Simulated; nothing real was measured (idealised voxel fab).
This section sets out a process module, namely voxel capacitor over wiring.
In the cross-section labelled cut, the width is 255 nm and each square cell is 5 nm.
The cross-sections in this document take the form of a grid made of square cells. They are written out as bands, in order from top to bottom. Each band consists of one or more rows of cells. Band entry format. Leading values: height of top, height of bottom, nm. Remainder: materials in left-to-right order, each with its width in nm. Special words: "all across" on a single material, which then fills the band edge to edge; "air", empty space. Zero point of the height axis is 0; under it, received wafer = one material. Lowest band: continues down indefinitely, "z 0 and below". A two-number width, for instance "30 to 40", indicates that the width is equal to the first number in the top row of the band and to the second number in the bottom row, and that it changes by a constant amount per row of cells. Given "left unchanged" for a step, no cell of the cross-section differs between before and after that step. "Closed empty spaces": empty spaces of 8 cells or more with no open way to the top, each given as width x height at distance, distance from the left edge, all in nm. Note: text after step settings on the step line = simulator remark on that step. overlay nm: for a step with a mask, the amount by which the mask lay right of where it was planned; a negative amount means left of it.
-- plan
1. RECEIVE, material Si
2. CONFORMAL_DEP, material SiO2, thk nm 10
3. CONFORMAL_DEP, material SiCN, thk nm 5
4. DIRECTIONAL_DEP, material SiO2, thk nm 20
5. PATTERN, tone open, mask id METAL_1, material resist, width nm 30, pitch nm 95, thk nm 20, overlay nm 0
6. DIRECTIONAL_ETCH, etch materials SiO2, depth nm 20
7. DIRECTIONAL_ETCH, etch materials SiCN, depth nm 5
8. STRIP, etch materials resist
9. CONFORMAL_DEP, material TiN, thk nm 5
10. FILL_DEP, material Ru, thk nm 5
11. CMP, height nm 35
12. CONFORMAL_DEP, material SiCN, thk nm 5
13. DIRECTIONAL_DEP, material SiO2, thk nm 15
14. PATTERN, tone open, mask id PLUG_1, material resist, width nm 15, thk nm 20, overlay nm 0
15. DIRECTIONAL_ETCH, etch materials SiO2, depth nm 15
16. DIRECTIONAL_ETCH, etch materials SiCN, depth nm 5
17. STRIP, etch materials resist
18. EPI, material Ru, thk nm 10
19. EPI, material Ru, thk nm 10
20. DIRECTIONAL_DEP, material TiN, thk nm 10
21. DIRECTIONAL_DEP, material HfO2, thk nm 5
22. DIRECTIONAL_DEP, material TiN, thk nm 10
23. MASKED_ETCH, tone cover, mask id UPPER_PLATE, width nm 70, etch materials TiN, depth nm 10, overlay nm 0
24. MASKED_ETCH, tone cover, mask id UPPER_PLATE, width nm 70, etch materials HfO2, depth nm 5, overlay nm 0
25. DIRECTIONAL_DEP, material aC, thk nm 15
26. PATTERN, tone cover, mask id LOWER_PLATE, material resist, width nm 80, thk nm 35, overlay nm 0
27. DIRECTIONAL_ETCH, etch materials aC, depth nm 15
28. STRIP, etch materials resist
29. DIRECTIONAL_ETCH, etch materials TiN, depth nm 10
30. STRIP, etch materials aC
31. FILL_DEP, material SiO2, thk nm 15
32. CMP, height nm 90
33. DIRECTIONAL_DEP, material aC, thk nm 15
34. PATTERN, tone open, mask id PLUG_2, material resist, width nm 15, thk nm 30, overlay nm 0
35. DIRECTIONAL_ETCH, etch materials aC, depth nm 15
36. STRIP, etch materials resist
37. DIRECTIONAL_ETCH, etch materials SiO2, depth nm 10
38. STRIP, etch materials aC
39. CONFORMAL_DEP, material TiN, thk nm 5
40. FILL_DEP, material W, thk nm 10
41. CMP, height nm 90
42. CONFORMAL_DEP, material SiN, thk nm 5
-- The first wafer of two, processed as planned
-- Cross-section of the wafer as it came to us, i.e., already through step 1
- z 0 and below: Si all across
- Closed empty spaces: none
-- You're looking at a cross-section of the wafer after step 2
- z 10 to 0: SiO2 all across
- Below a height of 0, the structure has not been altered.
-- You're looking at a cross-section of the wafer after step 3
- z 15 to 10: SiCN all across
- Below a height of 10, the structure has not been altered.
-- You're looking at a cross-section of the wafer after step 4
- z 35 to 15: SiO2 all across
- Below a height of 15, the structure has not been altered.
-- You're looking at a cross-section of the wafer after step 5
- z 55 to 35: 65 resist, then 30 air, then 65 resist, then 30 air, then 65 resist
- Below a height of 35, the structure has not been altered.
-- You're looking at a cross-section of the wafer after step 6
- z 55 to 35: 65 resist, then 30 air, then 65 resist, then 30 air, then 65 resist
- z 35 to 15: 65 SiO2, then 30 air, then 65 SiO2, then 30 air, then 65 SiO2
- Below a height of 15, the structure has not been altered.
-- You're looking at a cross-section of the wafer after step 7
- z 55 to 35: 65 resist, then 30 air, then 65 resist, then 30 air, then 65 resist
- z 35 to 15: 65 SiO2, then 30 air, then 65 SiO2, then 30 air, then 65 SiO2
- z 15 to 10: 65 SiCN, then 30 air, then 65 SiCN, then 30 air, then 65 SiCN
- Below a height of 10, the structure has not been altered.
-- You're looking at a cross-section of the wafer after step 8
- z 35 to 15: 65 SiO2, then 30 air, then 65 SiO2, then 30 air, then 65 SiO2
- Below a height of 15, the structure has not been altered.
-- You're looking at a cross-section of the wafer after step 9
- z 40 to 35: 70 TiN, then 20 air, then 75 TiN, then 20 air, then 70 TiN
- z 35 to 15: 65 SiO2, then 5 TiN, then 20 air, then 5 TiN, then 65 SiO2, then 5 TiN, then 20 air, then 5 TiN, then 65 SiO2
- z 15 to 10: 65 SiCN, then 30 TiN, then 65 SiCN, then 30 TiN, then 65 SiCN
- Below a height of 10, the structure has not been altered.
-- You're looking at a cross-section of the wafer after step 10
- z 45 to 40: Ru all across
- z 40 to 35: 70 TiN, then 20 Ru, then 75 TiN, then 20 Ru, then 70 TiN
- z 35 to 15: 65 SiO2, then 5 TiN, then 20 Ru, then 5 TiN, then 65 SiO2, then 5 TiN, then 20 Ru, then 5 TiN, then 65 SiO2
- Below a height of 15, the structure has not been altered.
-- You're looking at a cross-section of the wafer after step 11
- z 35 to 15: 65 SiO2, then 5 TiN, then 20 Ru, then 5 TiN, then 65 SiO2, then 5 TiN, then 20 Ru, then 5 TiN, then 65 SiO2
- Below a height of 15, the structure has not been altered.
-- You're looking at a cross-section of the wafer after step 12
- z 40 to 35: SiCN all across
- Below a height of 35, the structure has not been altered.
-- You're looking at a cross-section of the wafer after step 13
- z 55 to 40: SiO2 all across
- Below a height of 40, the structure has not been altered.
-- You're looking at a cross-section of the wafer after step 14
- z 75 to 55: 80 resist, then 15 air, then 160 resist
- Below a height of 55, the structure has not been altered.
-- You're looking at a cross-section of the wafer after step 15
- z 75 to 55: 80 resist, then 15 air, then 160 resist
- z 55 to 40: 80 SiO2, then 15 air, then 160 SiO2
- Below a height of 40, the structure has not been altered.
-- You're looking at a cross-section of the wafer after step 16
- z 75 to 55: 80 resist, then 15 air, then 160 resist
- z 55 to 40: 80 SiO2, then 15 air, then 160 SiO2
- z 40 to 35: 80 SiCN, then 15 air, then 160 SiCN
- Below a height of 35, the structure has not been altered.
-- You're looking at a cross-section of the wafer after step 17
- z 55 to 40: 80 SiO2, then 15 air, then 160 SiO2
- Below a height of 40, the structure has not been altered.
-- You're looking at a cross-section of the wafer after step 18
- z 55 to 45: 80 SiO2, then 15 air, then 160 SiO2
- z 45 to 40: 80 SiO2, then 15 Ru, then 160 SiO2
- z 40 to 35: 80 SiCN, then 15 Ru, then 160 SiCN
- Below a height of 35, the structure has not been altered.
-- You're looking at a cross-section of the wafer after step 19
- z 55 to 40: 80 SiO2, then 15 Ru, then 160 SiO2
- Below a height of 40, the structure has not been altered.
-- You're looking at a cross-section of the wafer after step 20
- z 65 to 55: TiN all across
- Below a height of 55, the structure has not been altered.
-- You're looking at a cross-section of the wafer after step 21
- z 70 to 65: HfO2 all across
- Below a height of 65, the structure has not been altered.
-- You're looking at a cross-section of the wafer after step 22
- z 80 to 70: TiN all across
- Below a height of 70, the structure has not been altered.
-- You're looking at a cross-section of the wafer after step 23
- z 80 to 70: 80 air, then 70 TiN, then 105 air
- Below a height of 70, the structure has not been altered.
-- You're looking at a cross-section of the wafer after step 24
- z 80 to 70: 80 air, then 70 TiN, then 105 air
- z 70 to 65: 80 air, then 70 HfO2, then 105 air
- Below a height of 65, the structure has not been altered.
-- You're looking at a cross-section of the wafer after step 25
- z 95 to 80: 80 air, then 70 aC, then 105 air
- z 80 to 70: 80 aC, then 70 TiN, then 105 aC
- z 70 to 65: 80 aC, then 70 HfO2, then 105 aC
- Below a height of 65, the structure has not been altered.
-- You're looking at a cross-section of the wafer after step 26
- z 130 to 95: 75 air, then 80 resist, then 100 air
- z 95 to 80: 75 air, then 5 resist, then 70 aC, then 5 resist, then 100 air
- Below a height of 80, the structure has not been altered.
-- You're looking at a cross-section of the wafer after step 27
- z 115 to 95: 75 air, then 80 resist, then 100 air
- z 95 to 80: 75 air, then 5 resist, then 70 aC, then 5 resist, then 100 air
- z 80 to 70: 75 air, then 5 aC, then 70 TiN, then 5 aC, then 100 air
- z 70 to 65: 75 air, then 5 aC, then 70 HfO2, then 5 aC, then 100 air
- Below a height of 65, the structure has not been altered.
-- You're looking at a cross-section of the wafer after step 28
- z 95 to 80: 80 air, then 70 aC, then 105 air
- Below a height of 80, the structure has not been altered.
-- You're looking at a cross-section of the wafer after step 29
- z 95 to 80: 80 air, then 70 aC, then 105 air
- z 80 to 70: 75 air, then 5 aC, then 70 TiN, then 5 aC, then 100 air
- z 70 to 65: 75 air, then 5 aC, then 70 HfO2, then 5 aC, then 100 air
- z 65 to 55: 75 air, then 80 TiN, then 100 air
- Below a height of 55, the structure has not been altered.
-- You're looking at a cross-section of the wafer after step 30
- z 80 to 70: 80 air, then 70 TiN, then 105 air
- z 70 to 65: 80 air, then 70 HfO2, then 105 air
- Below a height of 65, the structure has not been altered.
-- You're looking at a cross-section of the wafer after step 31
- z 95 to 80: SiO2 all across
- z 80 to 70: 80 SiO2, then 70 TiN, then 105 SiO2
- z 70 to 65: 80 SiO2, then 70 HfO2, then 105 SiO2
- z 65 to 55: 75 SiO2, then 80 TiN, then 100 SiO2
- Below a height of 55, the structure has not been altered.
-- You're looking at a cross-section of the wafer after step 32
- z 90 to 80: SiO2 all across
- Below a height of 80, the structure has not been altered.
-- You're looking at a cross-section of the wafer after step 33
- z 105 to 90: aC all across
- Below a height of 90, the structure has not been altered.
-- You're looking at a cross-section of the wafer after step 34
- z 135 to 105: 90 resist, then 15 air, then 150 resist
- Below a height of 105, the structure has not been altered.
-- You're looking at a cross-section of the wafer after step 35
- z 120 to 105: 90 resist, then 15 air, then 150 resist
- z 105 to 90: 90 aC, then 15 air, then 150 aC
- Below a height of 90, the structure has not been altered.
-- You're looking at a cross-section of the wafer after step 36
- z 105 to 90: 90 aC, then 15 air, then 150 aC
- Below a height of 90, the structure has not been altered.
-- You're looking at a cross-section of the wafer after step 37
- z 105 to 90: 90 aC, then 15 air, then 150 aC
- z 90 to 80: 90 SiO2, then 15 air, then 150 SiO2
- Below a height of 80, the structure has not been altered.
-- You're looking at a cross-section of the wafer after step 38
- z 90 to 80: 90 SiO2, then 15 air, then 150 SiO2
- Below a height of 80, the structure has not been altered.
-- You're looking at a cross-section of the wafer after step 39
- z 95 to 90: 95 TiN, then 5 air, then 155 TiN
- z 90 to 85: 90 SiO2, then 5 TiN, then 5 air, then 5 TiN, then 150 SiO2
- z 85 to 80: 90 SiO2, then 15 TiN, then 150 SiO2
- Below a height of 80, the structure has not been altered.
-- You're looking at a cross-section of the wafer after step 40
- z 105 to 95: W all across
- z 95 to 90: 95 TiN, then 5 W, then 155 TiN
- z 90 to 85: 90 SiO2, then 5 TiN, then 5 W, then 5 TiN, then 150 SiO2
- Below a height of 85, the structure has not been altered.
-- You're looking at a cross-section of the wafer after step 41
- z 90 to 85: 90 SiO2, then 5 TiN, then 5 W, then 5 TiN, then 150 SiO2
- Below a height of 85, the structure has not been altered.
-- You're looking at a cross-section of the wafer after step 42
- z 95 to 90: SiN all across
- Below a height of 90, the structure has not been altered.
-- Second wafer, same starting state and plan as the first, one mistake in the run, identical through step 11
-- Planned end of step 12: second wafer, cross-section
- z 50 to 35: SiO2 all across
- Below a height of 35, the structure has not been altered.
-- Planned end of step 13: second wafer, cross-section
- z 55 to 50: SiCN all across
- Below a height of 50, the structure has not been altered.
-- Planned end of step 14: second wafer, cross-section
- z 75 to 55: 80 resist, then 15 air, then 160 resist
- Below a height of 55, the structure has not been altered.
Planned end of step 15: second wafer, cross-section: left unchanged
-- Planned end of step 16: second wafer, cross-section
- z 75 to 55: 80 resist, then 15 air, then 160 resist
- z 55 to 50: 80 SiCN, then 15 air, then 160 SiCN
- Below a height of 50, the structure has not been altered.
-- Planned end of step 17: second wafer, cross-section
- z 55 to 50: 80 SiCN, then 15 air, then 160 SiCN
- Below a height of 50, the structure has not been altered.
Planned end of step 18: second wafer, cross-section: left unchanged
Planned end of step 19: second wafer, cross-section: left unchanged
-- Planned end of step 20: second wafer, cross-section
- z 65 to 60: 80 TiN, then 15 air, then 160 TiN
- z 60 to 55: TiN all across
- z 55 to 50: 80 SiCN, then 15 TiN, then 160 SiCN
- Below a height of 50, the structure has not been altered.
-- Planned end of step 21: second wafer, cross-section
- z 70 to 65: 80 HfO2, then 15 air, then 160 HfO2
- z 65 to 60: 80 TiN, then 15 HfO2, then 160 TiN
- Below a height of 60, the structure has not been altered.
-- Planned end of step 22: second wafer, cross-section
- z 80 to 75: 80 TiN, then 15 air, then 160 TiN
- z 75 to 70: TiN all across
- z 70 to 65: 80 HfO2, then 15 TiN, then 160 HfO2
- Below a height of 65, the structure has not been altered.
-- Planned end of step 23: second wafer, cross-section
- z 80 to 70: 95 to 80 air, then 55 to 70 TiN, then 105 air
- Below a height of 70, the structure has not been altered.
-- Planned end of step 24: second wafer, cross-section
- z 80 to 70: 95 to 80 air, then 55 to 70 TiN, then 105 air
- z 70 to 65: 80 air, then 15 TiN, then 55 HfO2, then 105 air
- Below a height of 65, the structure has not been altered.
-- Planned end of step 25: second wafer, cross-section
- z 95 to 90: 95 air, then 55 aC, then 105 air
- z 90 to 80: 80 air, then 70 aC, then 105 air
- z 80 to 70: 95 to 80 aC, then 55 to 70 TiN, then 105 aC
- z 70 to 65: 80 aC, then 15 TiN, then 55 HfO2, then 105 aC
- Below a height of 65, the structure has not been altered.
-- Planned end of step 26: second wafer, cross-section
- z 130 to 95: 75 air, then 80 resist, then 100 air
- z 95 to 90: 75 air, then 20 resist, then 55 aC, then 5 resist, then 100 air
- z 90 to 80: 75 air, then 5 resist, then 70 aC, then 5 resist, then 100 air
- Below a height of 80, the structure has not been altered.
-- Planned end of step 27: second wafer, cross-section
- z 115 to 95: 75 air, then 80 resist, then 100 air
- z 95 to 90: 75 air, then 20 resist, then 55 aC, then 5 resist, then 100 air
- z 90 to 80: 75 air, then 5 resist, then 70 aC, then 5 resist, then 100 air
- z 80 to 70: 75 air, then 20 to 5 aC, then 55 to 70 TiN, then 5 aC, then 100 air
- z 70 to 65: 75 air, then 5 aC, then 15 TiN, then 55 HfO2, then 5 aC, then 100 air
- Below a height of 65, the structure has not been altered.
-- Planned end of step 28: second wafer, cross-section
- z 95 to 90: 95 air, then 55 aC, then 105 air
- z 90 to 80: 80 air, then 70 aC, then 105 air
- Below a height of 80, the structure has not been altered.
-- Planned end of step 29: second wafer, cross-section
- z 95 to 90: 95 air, then 55 aC, then 105 air
- z 90 to 80: 80 air, then 70 aC, then 105 air
- z 80 to 70: 75 air, then 20 to 5 aC, then 55 to 70 TiN, then 5 aC, then 100 air
- z 70 to 65: 75 air, then 5 aC, then 15 TiN, then 55 HfO2, then 5 aC, then 100 air
- z 65 to 60: 75 air, then 5 TiN, then 15 HfO2, then 60 TiN, then 100 air
- z 60 to 55: 75 air, then 80 TiN, then 100 air
- Below a height of 55, the structure has not been altered.
-- Planned end of step 30: second wafer, cross-section
- z 80 to 70: 95 to 80 air, then 55 to 70 TiN, then 105 air
- z 70 to 65: 80 air, then 15 TiN, then 55 HfO2, then 105 air
- Below a height of 65, the structure has not been altered.
-- Planned end of step 31: second wafer, cross-section
- z 95 to 80: SiO2 all across
- z 80 to 70: 95 to 80 SiO2, then 55 to 70 TiN, then 105 SiO2
- z 70 to 65: 80 SiO2, then 15 TiN, then 55 HfO2, then 105 SiO2
- z 65 to 60: 75 SiO2, then 5 TiN, then 15 HfO2, then 60 TiN, then 100 SiO2
- z 60 to 55: 75 SiO2, then 80 TiN, then 100 SiO2
- Below a height of 55, the structure has not been altered.
-- Planned end of step 32: second wafer, cross-section
- z 90 to 80: SiO2 all across
- Below a height of 80, the structure has not been altered.
-- Planned end of step 33: second wafer, cross-section
- z 105 to 90: aC all across
- Below a height of 90, the structure has not been altered.
-- Planned end of step 34: second wafer, cross-section
- z 135 to 105: 90 resist, then 15 air, then 150 resist
- Below a height of 105, the structure has not been altered.
-- Planned end of step 35: second wafer, cross-section
- z 120 to 105: 90 resist, then 15 air, then 150 resist
- z 105 to 90: 90 aC, then 15 air, then 150 aC
- Below a height of 90, the structure has not been altered.
-- Planned end of step 36: second wafer, cross-section
- z 105 to 90: 90 aC, then 15 air, then 150 aC
- Below a height of 90, the structure has not been altered.
-- Planned end of step 37: second wafer, cross-section
- z 105 to 90: 90 aC, then 15 air, then 150 aC
- z 90 to 80: 90 SiO2, then 15 air, then 150 SiO2
- Below a height of 80, the structure has not been altered.
-- Planned end of step 38: second wafer, cross-section
- z 90 to 80: 90 SiO2, then 15 air, then 150 SiO2
- Below a height of 80, the structure has not been altered.
-- Planned end of step 39: second wafer, cross-section
- z 95 to 90: 95 TiN, then 5 air, then 155 TiN
- z 90 to 85: 90 SiO2, then 5 TiN, then 5 air, then 5 TiN, then 150 SiO2
- z 85 to 75: 90 to 95 SiO2, then 15 to 55 TiN, then 150 to 105 SiO2
- Below a height of 75, the structure has not been altered.
-- Planned end of step 40: second wafer, cross-section
- z 105 to 95: W all across
- z 95 to 90: 95 TiN, then 5 W, then 155 TiN
- z 90 to 85: 90 SiO2, then 5 TiN, then 5 W, then 5 TiN, then 150 SiO2
- Below a height of 85, the structure has not been altered.
-- Planned end of step 41: second wafer, cross-section
- z 90 to 85: 90 SiO2, then 5 TiN, then 5 W, then 5 TiN, then 150 SiO2
- Below a height of 85, the structure has not been altered.
-- Planned end of step 42: second wafer, cross-section
- z 95 to 90: SiN all across
- Below a height of 90, the structure has not been altered.
Error vs. plan: plan steps 12 and 13 run swapped
Once processing is complete, comparing cell counts shows that the second wafer has more or fewer of certain materials than the first: -12 Ru; +12 SiO2
